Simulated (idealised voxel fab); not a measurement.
You're looking at the process module voxel released beams.
The cross-section shown here is cut; it is 250 nm wide and divided into square cells measuring 5 nm on a side.
A cross-section in this document is a grid of square cells, and it is written down as bands, the top band listed before the ones below it; a band is made up of one or more rows of cells. This entry defines a band. It first specifies the height of the band's top and the height of its bottom in nm, and then specifies the band's materials from left to right, stating each material with its width in nm. The word "full width" identifies a single material that fills the band from edge to edge, while the word "empty" identifies empty space. Height is counted from the level 0, under which the received wafer is composed throughout of one material. The lowest of the bands is not closed at the bottom but continues downward, in the notation "0..down". With a width like "30..40", each row of cells in the band differs from the next by the same amount, the top row carrying the first number and the bottom row the second. For the purposes of this document, the phrase "everything unchanged" attached to a step denotes that no cell within the cross-section was modified by that step. The entry "Voids, enclosed" lists the empty spaces that cover at least 8 cells and have no open path to the top. Each is written as width x height at distance, where the distance is measured from the left edge and all three values are in nm. Post-settings text on a step line: simulator's own remark regarding the step. A step line may carry the setting "overlay nm", which, for steps involving a mask, states the distance by which the mask lay to the right of its intended position; negative values denote displacement to the left.

## Here's what the planned process steps look like
step 1: op RECEIVE | material Si
step 2: op CONFORMAL_DEP | material Al2O3 | thk nm 10
step 3: op DIRECTIONAL_DEP | material SiO2 | thk nm 15
step 4: op MASKED_ETCH | tone open | mask id ANCHOR | width nm 25 | etch materials SiO2 | depth nm 15 | overlay nm 0
step 5: op CONFORMAL_DEP | material W | thk nm 10
step 6: op DIRECTIONAL_DEP | material aC | thk nm 15
step 7: op PATTERN | tone cover | mask id BEAM | material resist | width nm 110 | thk nm 30 | overlay nm 0
step 8: op DIRECTIONAL_ETCH | etch materials aC | depth nm 15
step 9: op STRIP | etch materials resist
step 10: op DIRECTIONAL_ETCH | etch materials W | depth nm 10
step 11: op STRIP | etch materials aC
step 12: op STRIP | etch materials SiO2

## Cross-section of the wafer as it came to us, i.e., already through step 1
  0..down  Si full width
  Voids, enclosed: none

## End-of-module cross-section. Starting structure and process plan as above; one mistake made in running it
  35..25  60 nm empty / 20 nm W / 5 nm empty / 85 nm W / 80 nm empty
  25..20  70 nm empty / 10 nm W / 5 nm empty / 10 nm W / 155 nm empty
  20..10  70 nm empty / 25 nm W / 155 nm empty
  10..0  Al2O3 full width
  0..down  Si full width
  Voids, enclosed: none
Heads up, the wafer didn't run the way we planned it: step 7 was processed under conditions differing from the plan, specifically as op PATTERN | tone cover | mask id BEAM | material resist | width nm 110 | thk nm 30 | overlay nm -5
